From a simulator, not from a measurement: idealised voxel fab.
Module name: voxel wiring stack (process module)
Displayed cross-section: cut, width of 220 nm, square cells sized 5 nm.
Square cells in a grid make up a cross-section in this document, and the grid is given as bands, listed from the top down, each one or more rows of cells.
Band entry format. Leading values: height of top, height of bottom, nm. Remainder: materials in left-to-right order, each with its width in nm. Special words: "full width" on a single material, which then fills the band edge to edge; "empty", empty space.
The reference from which all heights are counted is 0, the level beneath which the as-received wafer is entirely one material; the lowest band, having no lower bound, proceeds downward and is written after the example "0..down".
Think of "30..40" as a width that walks from the first number to the second as you go down the band, top row to bottom row, taking equal-sized steps from row to row.
When a step is marked "everything unchanged", none of the cells in the cross-section changed during that step.
Basically, "Unvented voids" tells you about the enclosed voids: empty spaces with no open way to the top, 8 cells or bigger, each written width x height at distance, where distance is from the left edge, all in nm.
Text after the settings on a step's line: the simulator's own remark on that step.
On any step carrying a mask, the "overlay nm" setting, if present on the step's line, tells how far right of its planned place the mask lay; negative values point to the left.

-- Set out below are the planned steps of the process
1) RECEIVE: material Si
2) CONFORMAL_DEP: material SiO2, thk nm 15
3) CONFORMAL_DEP: material SiCN, thk nm 5
4) DIRECTIONAL_DEP: material lowk, thk nm 15
5) PATTERN: tone open, mask id METAL_1, material resist, width nm 25, pitch nm 45, thk nm 15, overlay nm 0
6) DIRECTIONAL_ETCH: etch materials lowk, depth nm 15
7) DIRECTIONAL_ETCH: etch materials SiCN, depth nm 5
8) STRIP: etch materials resist
9) CONFORMAL_DEP: material TiN, thk nm 5
10) FILL_DEP: material Cu, thk nm 10
11) CMP: height nm 35
12) EPI: material Ru, thk nm 5
13) FILL_DEP: material SiCN, thk nm 5
14) DIRECTIONAL_DEP: material lowk, thk nm 20
15) PATTERN: tone open, mask id PLUG_1, material resist, width nm 15, thk nm 20, overlay nm 0
16) DIRECTIONAL_ETCH: etch materials lowk, depth nm 20
17) DIRECTIONAL_ETCH: etch materials SiCN, depth nm 5
18) STRIP: etch materials resist
19) CONFORMAL_DEP: material TiN, thk nm 5
20) FILL_DEP: material Cu, thk nm 10
21) CMP: height nm 65
22) CONFORMAL_DEP: material SiCN, thk nm 5
23) DIRECTIONAL_DEP: material lowk, thk nm 20
24) PATTERN: tone open, mask id METAL_2, material resist, width nm 25, pitch nm 45, thk nm 15, overlay nm 0
25) DIRECTIONAL_ETCH: etch materials lowk, depth nm 20
26) DIRECTIONAL_ETCH: etch materials SiCN, depth nm 5
27) STRIP: etch materials resist
28) CONFORMAL_DEP: material TiN, thk nm 5
29) FILL_DEP: material Cu, thk nm 5
30) CMP: height nm 90
31) EPI: material Ru, thk nm 5
32) FILL_DEP: material SiCN, thk nm 5
33) DIRECTIONAL_DEP: material SiO2, thk nm 30
34) PATTERN: tone open, mask id METAL_3_HOLES, material resist, width nm 15, thk nm 20, overlay nm 0
35) DIRECTIONAL_ETCH: etch materials SiO2, depth nm 30
36) STRIP: etch materials resist
37) PATTERN: tone open, mask id METAL_3, material resist, width nm 25, pitch nm 45, thk nm 20, overlay nm 0
38) DIRECTIONAL_ETCH: etch materials SiO2, depth nm 15
39) DIRECTIONAL_ETCH: etch materials SiCN, depth nm 5
40) STRIP: etch materials resist
41) CONFORMAL_DEP: material TiN, thk nm 5
42) FILL_DEP: material Cu, thk nm 10
43) CMP: height nm 130
44) CONFORMAL_DEP: material SiCN, thk nm 5
45) DIRECTIONAL_DEP: material lowk, thk nm 30
46) PATTERN: tone open, mask id METAL_4, material resist, width nm 25, pitch nm 45, thk nm 15, overlay nm 0
47) DIRECTIONAL_ETCH: etch materials lowk, depth nm 15
48) STRIP: etch materials resist
49) PATTERN: tone open, mask id METAL_4_HOLES, material resist, width nm 15, pitch nm 45, thk nm 15, overlay nm 0
50) DIRECTIONAL_ETCH: etch materials lowk, depth nm 15
51) DIRECTIONAL_ETCH: etch materials SiCN, depth nm 5
52) STRIP: etch materials resist
53) CONFORMAL_DEP: material TiN, thk nm 5
54) FILL_DEP: material Cu, thk nm 5
55) CMP: height nm 165
56) CONFORMAL_DEP: material SiCN, thk nm 5

-- As-received wafer cross-section (after step 1)
> 0..down = Si full width
> Unvented voids: none

-- Cross-section: first of two wafers, module finished, run according to plan
> 170..165 = SiCN full width
> 165..155 = lowk: 75, then TiN: 5, then Cu: 15, then TiN: 5, then lowk: 20, then TiN: 5, then Cu: 15, then TiN: 5, then lowk: 75
> 155..150 = lowk: 75, then TiN: 5, then Cu: 5, then TiN: 15, then lowk: 20, then TiN: 5, then Cu: 5, then TiN: 15, then lowk: 75
> 150..135 = lowk: 75, then TiN: 5, then Cu: 5, then TiN: 5, then lowk: 30, then TiN: 5, then Cu: 5, then TiN: 5, then lowk: 85
> 135..130 = SiCN: 75, then TiN: 15, then SiCN: 30, then TiN: 15, then SiCN: 85
> 130..120 = SiO2: 75, then TiN: 5, then Cu: 15, then TiN: 5, then SiO2: 20, then TiN: 5, then Cu: 15, then TiN: 5, then SiO2: 75
> 120..115 = SiO2: 75, then TiN: 5, then Cu: 5, then TiN: 15, then SiO2: 20, then TiN: 25, then SiO2: 75
> 115..100 = SiO2: 75, then TiN: 5, then Cu: 5, then TiN: 5, then SiO2: 130
> 100..95 = SiCN: 75, then TiN: 15, then SiCN: 130
> 95..90 = SiCN: 70, then Ru: 35, then SiCN: 10, then Ru: 35, then SiCN: 70
> 90..70 = lowk: 75, then TiN: 5, then Cu: 15, then TiN: 5, then lowk: 20, then TiN: 5, then Cu: 15, then TiN: 5, then lowk: 75
> 70..65 = SiCN: 75, then TiN: 25, then SiCN: 20, then TiN: 25, then SiCN: 75
> 65..45 = lowk: 75, then TiN: 5, then Cu: 5, then TiN: 5, then lowk: 130
> 45..40 = SiCN: 75, then TiN: 15, then SiCN: 130
> 40..35 = SiCN: 70, then Ru: 35, then SiCN: 10, then Ru: 35, then SiCN: 70
> 35..20 = lowk: 75, then TiN: 5, then Cu: 15, then TiN: 5, then lowk: 20, then TiN: 5, then Cu: 15, then TiN: 5, then lowk: 75
> 20..15 = SiCN: 75, then TiN: 25, then SiCN: 20, then TiN: 25, then SiCN: 75
> 15..0 = SiO2 full width
> 0..down = Si full width
> Unvented voids: none

-- Wafer two, sectioned after the module: the first wafer's start, the first wafer's plan, and one mistake in how it was run
> 170..165 = SiCN full width
> 165..155 = lowk: 75, then TiN: 5, then Cu: 15, then TiN: 5, then lowk: 20, then TiN: 5, then Cu: 15, then TiN: 5, then lowk: 75
> 155..150 = lowk: 75, then TiN: 5, then Cu: 5, then TiN: 15, then lowk: 20, then TiN: 5, then Cu: 5, then TiN: 15, then lowk: 75
> 150..135 = lowk: 75, then TiN: 5, then Cu: 5, then TiN: 5, then lowk: 30, then TiN: 5, then Cu: 5, then TiN: 5, then lowk: 85
> 135..130 = SiCN: 75, then TiN: 15, then SiCN: 30, then TiN: 15, then SiCN: 85
> 130..125 = Cu full width
> 125..120 = TiN: 80, then Cu: 15, then TiN: 30, then Cu: 15, then TiN: 80
> 120..110 = SiO2: 75, then TiN: 5, then Cu: 15, then TiN: 5, then SiO2: 20, then TiN: 5, then Cu: 15, then TiN: 5, then SiO2: 75
> 110..105 = SiO2: 75, then TiN: 5, then Cu: 5, then TiN: 15, then SiO2: 20, then TiN: 25, then SiO2: 75
> 105..100 = SiO2: 75, then TiN: 5, then Cu: 5, then TiN: 5, then SiO2: 130
> 100..95 = SiCN: 75, then TiN: 15, then SiCN: 130
> 95..90 = SiCN: 70, then Ru: 35, then SiCN: 10, then Ru: 35, then SiCN: 70
> 90..70 = lowk: 75, then TiN: 5, then Cu: 15, then TiN: 5, then lowk: 20, then TiN: 5, then Cu: 15, then TiN: 5, then lowk: 75
> 70..65 = SiCN: 75, then TiN: 25, then SiCN: 20, then TiN: 25, then SiCN: 75
> 65..45 = lowk: 75, then TiN: 5, then Cu: 5, then TiN: 5, then lowk: 130
> 45..40 = SiCN: 75, then TiN: 15, then SiCN: 130
> 40..35 = SiCN: 70, then Ru: 35, then SiCN: 10, then Ru: 35, then SiCN: 70
> 35..20 = lowk: 75, then TiN: 5, then Cu: 15, then TiN: 5, then lowk: 20, then TiN: 5, then Cu: 15, then TiN: 5, then lowk: 75
> 20..15 = SiCN: 75, then TiN: 25, then SiCN: 20, then TiN: 25, then SiCN: 75
> 15..0 = SiO2 full width
> 0..down = Si full width
> Unvented voids: none
Run error: step 33 ran with different settings than intended, the actual operation and settings being DIRECTIONAL_DEP: material SiO2, thk nm 20
End of process, cell counts, second wafer against first, materials with more or fewer: 48 more of Cu; 82 fewer of SiO2; 34 more of TiN
